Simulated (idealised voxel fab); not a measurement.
Process module heading - voxel transistor to metal
The width of the displayed cross-section, cut, is 275 nm; its cells are square, with a size of 5 nm.
Think of the cross-section as a grid of square cells. We describe it in bands, top to bottom, and each band covers one or more rows of those cells. Basically the band line says how high the top is and how high the bottom is, in nm, and then what's in it from left to right, every material with its width in nm. Empty space shows up as "blank", and if a single material carries "everywhere" it runs the full band edge to edge. For the purposes of this specification, 0 denotes the height below which the wafer in its as-received condition is composed wholly of one material, and the lowermost band, lacking a lower limit, extends downward without end, as expressed in "0..down". The notation "30 to 40" denotes a width that varies across the rows of cells in the band, beginning at the first number in the top row, finishing at the second number in the bottom row, and changing by an identical amount from each row to the next. You'll sometimes find "no alteration" written for a step, and that's the way of saying that nowhere in the cross-section did a cell change during that step. In "Cavities, sealed" the enclosed voids are listed, meaning empty spaces of 8 cells or larger without any opening to the top. The form is width x height at distance, distance from the left edge, units nm. Formally, on a step line, whatever follows the settings is a remark that the simulator itself makes on the step. overlay nm: on a step with a mask, how far right of its planned place the mask lay; negative means left. So the way this works: pairs, before and after one process step. The after picture only goes down to the lowest band that actually changed, nothing below. Step and its settings are under each pair. And watch out, pairs might come from different runs of this module, same starting wafer though, so a pair only follows on from the one above if its "Pre-process cross-section" entry tells you so.
# Pre-process cross-section
30..25  W everywhere
25..20  40 of W; 30 of TiN; 5 of W; 30 of TiN; 60 of W; 30 of TiN; 5 of W; 30 of TiN; 45 of W
20..15  45 of TiN; 20 of HfO2; 5 of TiN; 5 of W; 5 of TiN; 20 of HfO2; 70 of TiN; 20 of HfO2; 5 of TiN; 5 of W; 5 of TiN; 20 of HfO2; 50 of TiN
15..10  50 of HfO2; 10 of SiN; 5 of HfO2; 5 of TiN; 5 of W; 5 of TiN; 5 of HfO2; 10 of SiN; 80 of HfO2; 10 of SiN; 5 of HfO2; 5 of TiN; 5 of W; 5 of TiN; 5 of HfO2; 10 of SiN; 55 of HfO2
10..5  50 of SiO2; 10 of SiN; 5 of HfO2; 15 of TiN; 5 of HfO2; 10 of SiN; 80 of SiO2; 10 of SiN; 5 of HfO2; 15 of TiN; 5 of HfO2; 10 of SiN; 55 of SiO2
5..0  15 of SiO2; 10 of SiN; 30 of SiO2; 35 of HfO2; 30 of SiO2; 10 of SiN; 10 of SiO2; 10 of SiN; 30 of SiO2; 35 of HfO2; 30 of SiO2; 10 of SiN; 20 of SiO2
0..-5  5 of SiO2; 10 of nSi; 10 of SiN; 95 of SiO2; 10 of SiN; 10 of nSi; 10 of SiN; 95 of SiO2; 10 of SiN; 10 of nSi; 10 of SiO2
-5..-10  5 of SiO2; 10 of nSi; 15 of SiO2; 85 of Si; 15 of SiO2; 10 of nSi; 15 of SiO2; 85 of Si; 15 of SiO2; 10 of nSi; 10 of SiO2
-10..-20  15 of nSi; 115 of Si; 10 of nSi; 115 of Si; 20 of nSi
-20..down  Si everywhere
Cavities, sealed: none
# Structure After Step
10..5  50 of SiO2; 10 of SiN; 5 of HfO2; 15 of TiN; 5 of HfO2; 10 of SiN; 80 of SiO2; 10 of SiN; 5 of HfO2; 15 of TiN; 5 of HfO2; 10 of SiN; 55 of SiO2
Everything below 5 is unchanged.
Cavities, sealed: none
Which step turns the before cross-section above into the after cross-section? op CMP | height nm 10
Pre-process cross-section: see the after view in the pair directly above.
# Structure After Step
25..10  SiO2 everywhere
Everything below 10 is unchanged.
Cavities, sealed: none
Which step turns the before cross-section above into the after cross-section? op DIRECTIONAL_DEP | material SiO2 | thk nm 15
Pre-process cross-section: see the after view in the pair directly above.
# Structure After Step
40..25  aC everywhere
Everything below 25 is unchanged.
Cavities, sealed: none
Which step turns the before cross-section above into the after cross-section? op DIRECTIONAL_DEP | material aC | thk nm 15
Pre-process cross-section: see the after view in the pair directly above.
# Structure After Step
70..40  25 of resist; 20 of blank; 55 of resist; 20 of blank; 30 of resist; 20 of blank; 55 of resist; 20 of blank; 30 of resist
Everything below 40 is unchanged.
Cavities, sealed: none
Which step turns the before cross-section above into the after cross-section? op PATTERN | tone open | mask id CONTACT | material resist | width nm 20 | thk nm 30 | overlay nm 0
Pre-process cross-section: see the after view in the pair directly above.
# Structure After Step
55..40  25 of resist; 20 of blank; 55 of resist; 20 of blank; 30 of resist; 20 of blank; 55 of resist; 20 of blank; 30 of resist
40..25  25 of aC; 20 of blank; 55 of aC; 20 of blank; 30 of aC; 20 of blank; 55 of aC; 20 of blank; 30 of aC
Everything below 25 is unchanged.
Cavities, sealed: none
Which step turns the before cross-section above into the after cross-section? op DIRECTIONAL_ETCH | etch materials aC | depth nm 15
Pre-process cross-section: see the after view in the pair directly above.
# Structure After Step
40..25  25 of aC; 20 of blank; 55 of aC; 20 of blank; 30 of aC; 20 of blank; 55 of aC; 20 of blank; 30 of aC
Everything below 25 is unchanged.
Cavities, sealed: none
Which step turns the before cross-section above into the after cross-section? op STRIP | etch materials resist
Pre-process cross-section: see the after view in the pair directly above.
# Structure After Step
40..25  25 of aC; 20 of blank; 55 of aC; 20 of blank; 30 of aC; 20 of blank; 55 of aC; 20 of blank; 30 of aC
25..10  25 of SiO2; 20 of blank; 55 of SiO2; 20 of blank; 30 of SiO2; 20 of blank; 55 of SiO2; 20 of blank; 30 of SiO2
10..5  25 of SiO2; 20 of blank; 5 of SiO2; 10 of SiN; 5 of HfO2; 15 of TiN; 5 of HfO2; 10 of SiN; 5 of SiO2; 20 of blank; 30 of SiO2; 20 of blank; 5 of SiO2; 10 of SiN; 5 of HfO2; 15 of TiN; 5 of HfO2; 10 of SiN; 5 of SiO2; 20 of blank; 30 of SiO2
5..0  15 of SiO2; 10 of SiN; 20 of blank; 10 of SiO2; 35 of HfO2; 10 of SiO2; 20 of blank; 10 of SiN; 10 of SiO2; 10 of SiN; 20 of blank; 10 of SiO2; 35 of HfO2; 10 of SiO2; 20 of blank; 10 of SiN; 20 of SiO2
0..-5  5 of SiO2; 10 of nSi; 10 of SiN; 20 of blank; 55 of SiO2; 20 of blank; 10 of SiN; 10 of nSi; 10 of SiN; 20 of blank; 55 of SiO2; 20 of blank; 10 of SiN; 10 of nSi; 10 of SiO2
-5..-10  5 of SiO2; 10 of nSi; 10 of SiO2; 5 of blank; 85 of Si; 5 of blank; 10 of SiO2; 10 of nSi; 10 of SiO2; 5 of blank; 85 of Si; 5 of blank; 10 of SiO2; 10 of nSi; 10 of SiO2
Everything below -10 is unchanged.
Cavities, sealed: none
Which step turns the before cross-section above into the after cross-section? op DIRECTIONAL_ETCH | etch materials SiO2 | depth nm 35
Pre-process cross-section: see the after view in the pair directly above.
# Structure After Step
25..10  25 of SiO2; 20 of blank; 55 of SiO2; 20 of blank; 30 of SiO2; 20 of blank; 55 of SiO2; 20 of blank; 30 of SiO2
Everything below 10 is unchanged.
Cavities, sealed: none
Which step turns the before cross-section above into the after cross-section? op STRIP | etch materials aC
Pre-process cross-section: see the after view in the pair directly above.
# Structure After Step
30..25  30 of TiN; 10 of blank; 65 of TiN; 10 of blank; 40 of TiN; 10 of blank; 65 of TiN; 10 of blank; 35 of TiN
25..10  25 of SiO2; 5 of TiN; 10 of blank; 5 of TiN; 55 of SiO2; 5 of TiN; 10 of blank; 5 of TiN; 30 of SiO2; 5 of TiN; 10 of blank; 5 of TiN; 55 of SiO2; 5 of TiN; 10 of blank; 5 of TiN; 30 of SiO2
10..5  25 of SiO2; 5 of TiN; 10 of blank; 5 of TiN; 5 of SiO2; 10 of SiN; 5 of HfO2; 15 of TiN; 5 of HfO2; 10 of SiN; 5 of SiO2; 5 of TiN; 10 of blank; 5 of TiN; 30 of SiO2; 5 of TiN; 10 of blank; 5 of TiN; 5 of SiO2; 10 of SiN; 5 of HfO2; 15 of TiN; 5 of HfO2; 10 of SiN; 5 of SiO2; 5 of TiN; 10 of blank; 5 of TiN; 30 of SiO2
5..0  15 of SiO2; 10 of SiN; 5 of TiN; 10 of blank; 5 of TiN; 10 of SiO2; 35 of HfO2; 10 of SiO2; 5 of TiN; 10 of blank; 5 of TiN; 10 of SiN; 10 of SiO2; 10 of SiN; 5 of TiN; 10 of blank; 5 of TiN; 10 of SiO2; 35 of HfO2; 10 of SiO2; 5 of TiN; 10 of blank; 5 of TiN; 10 of SiN; 20 of SiO2
0..-5  5 of SiO2; 10 of nSi; 10 of SiN; 20 of TiN; 55 of SiO2; 20 of TiN; 10 of SiN; 10 of nSi; 10 of SiN; 20 of TiN; 55 of SiO2; 20 of TiN; 10 of SiN; 10 of nSi; 10 of SiO2
-5..-10  5 of SiO2; 10 of nSi; 10 of SiO2; 5 of TiN; 85 of Si; 5 of TiN; 10 of SiO2; 10 of nSi; 10 of SiO2; 5 of TiN; 85 of Si; 5 of TiN; 10 of SiO2; 10 of nSi; 10 of SiO2
Everything below -10 is unchanged.
Cavities, sealed: none
Which step turns the before cross-section above into the after cross-section? op CONFORMAL_DEP | material TiN | thk nm 5
Pre-process cross-section: see the after view in the pair directly above.
# Structure After Step
40..30  W everywhere
30..25  30 of TiN; 10 of W; 65 of TiN; 10 of W; 40 of TiN; 10 of W; 65 of TiN; 10 of W; 35 of TiN
25..10  25 of SiO2; 5 of TiN; 10 of W; 5 of TiN; 55 of SiO2; 5 of TiN; 10 of W; 5 of TiN; 30 of SiO2; 5 of TiN; 10 of W; 5 of TiN; 55 of SiO2; 5 of TiN; 10 of W; 5 of TiN; 30 of SiO2
10..5  25 of SiO2; 5 of TiN; 10 of W; 5 of TiN; 5 of SiO2; 10 of SiN; 5 of HfO2; 15 of TiN; 5 of HfO2; 10 of SiN; 5 of SiO2; 5 of TiN; 10 of W; 5 of TiN; 30 of SiO2; 5 of TiN; 10 of W; 5 of TiN; 5 of SiO2; 10 of SiN; 5 of HfO2; 15 of TiN; 5 of HfO2; 10 of SiN; 5 of SiO2; 5 of TiN; 10 of W; 5 of TiN; 30 of SiO2
5..0  15 of SiO2; 10 of SiN; 5 of TiN; 10 of W; 5 of TiN; 10 of SiO2; 35 of HfO2; 10 of SiO2; 5 of TiN; 10 of W; 5 of TiN; 10 of SiN; 10 of SiO2; 10 of SiN; 5 of TiN; 10 of W; 5 of TiN; 10 of SiO2; 35 of HfO2; 10 of SiO2; 5 of TiN; 10 of W; 5 of TiN; 10 of SiN; 20 of SiO2
Everything below 0 is unchanged.
Cavities, sealed: none
Which step turns the before cross-section above into the after cross-section? op FILL_DEP | material W | thk nm 10
Pre-process cross-section: see the after view in the pair directly above.
# Structure After Step
25..10  25 of SiO2; 5 of TiN; 10 of W; 5 of TiN; 55 of SiO2; 5 of TiN; 10 of W; 5 of TiN; 30 of SiO2; 5 of TiN; 10 of W; 5 of TiN; 55 of SiO2; 5 of TiN; 10 of W; 5 of TiN; 30 of SiO2
Everything below 10 is unchanged.
Cavities, sealed: none
Which step turns the before cross-section above into the after cross-section? op CMP | height nm 25
Pre-process cross-section: see the after view in the pair directly above.
# Structure After Step
30..25  TiN everywhere
Everything below 25 is unchanged.
Cavities, sealed: none
Which step turns the before cross-section above into the after cross-section? op DIRECTIONAL_DEP | material TiN | thk nm 5
Pre-process cross-section: see the after view in the pair directly above.
# Structure After Step
45..30  Ru everywhere
Everything below 30 is unchanged.
Cavities, sealed: none
Which step turns the before cross-section above into the after cross-section? op DIRECTIONAL_DEP | material Ru | thk nm 15
Pre-process cross-section: see the after view in the pair directly above.
# Structure After Step
60..45  25 of blank; 20 of resist; 55 of blank; 20 of resist; 30 of blank; 20 of resist; 55 of blank; 20 of resist; 30 of blank
Everything below 45 is unchanged.
Cavities, sealed: none
Which step turns the before cross-section above into the after cross-section? op PATTERN | tone cover | mask id METAL_1 | material resist | width nm 20 | thk nm 15 | overlay nm 0
Pre-process cross-section: see the after view in the pair directly above.
# Structure After Step
60..45  25 of blank; 20 of resist; 55 of blank; 20 of resist; 30 of blank; 20 of resist; 55 of blank; 20 of resist; 30 of blank
45..30  25 of blank; 20 of Ru; 55 of blank; 20 of Ru; 30 of blank; 20 of Ru; 55 of blank; 20 of Ru; 30 of blank
Everything below 30 is unchanged.
Cavities, sealed: none
Which step turns the before cross-section above into the after cross-section? op DIRECTIONAL_ETCH | etch materials Ru | depth nm 15
Pre-process cross-section: see the after view in the pair directly above.
# Structure After Step
60..45  25 of blank; 20 of resist; 55 of blank; 20 of resist; 30 of blank; 20 of resist; 55 of blank; 20 of resist; 30 of blank
45..30  25 of blank; 20 of Ru; 55 of blank; 20 of Ru; 30 of blank; 20 of Ru; 55 of blank; 20 of Ru; 30 of blank
30..25  25 of blank; 20 of TiN; 55 of blank; 20 of TiN; 30 of blank; 20 of TiN; 55 of blank; 20 of TiN; 30 of blank
Everything below 25 is unchanged.
Cavities, sealed: none
Which step turns the before cross-section above into the after cross-section? op DIRECTIONAL_ETCH | etch materials TiN | depth nm 5
Pre-process cross-section: see the after view in the pair directly above.
# Structure After Step
45..30  25 of blank; 20 of Ru; 55 of blank; 20 of Ru; 30 of blank; 20 of Ru; 55 of blank; 20 of Ru; 30 of blank
Everything below 30 is unchanged.
Cavities, sealed: none
Which step turns the before cross-section above into the after cross-section? op STRIP | etch materials resist
Pre-process cross-section: see the after view in the pair directly above.
# Structure After Step
50..45  SiO2 everywhere
45..30  25 of SiO2; 20 of Ru; 55 of SiO2; 20 of Ru; 30 of SiO2; 20 of Ru; 55 of SiO2; 20 of Ru; 30 of SiO2
30..25  25 of SiO2; 20 of TiN; 55 of SiO2; 20 of TiN; 30 of SiO2; 20 of TiN; 55 of SiO2; 20 of TiN; 30 of SiO2
Everything below 25 is unchanged.
Cavities, sealed: none
Which step turns the before cross-section above into the after cross-section? op FILL_DEP | material SiO2 | thk nm 5
Pre-process cross-section: see the after view in the pair directly above.
# Structure After Step
45..30  25 of SiO2; 20 of Ru; 55 of SiO2; 20 of Ru; 30 of SiO2; 20 of Ru; 55 of SiO2; 20 of Ru; 30 of SiO2
Everything below 30 is unchanged.
Cavities, sealed: none
Which step turns the before cross-section above into the after cross-section? op CMP | height nm 45
Pre-process cross-section: see the after view in the pair directly above.
# Structure After Step
50..45  SiCN everywhere
Everything below 45 is unchanged.
Cavities, sealed: none
Which step turns the before cross-section above into the after cross-section? op CONFORMAL_DEP | material SiCN | thk nm 5
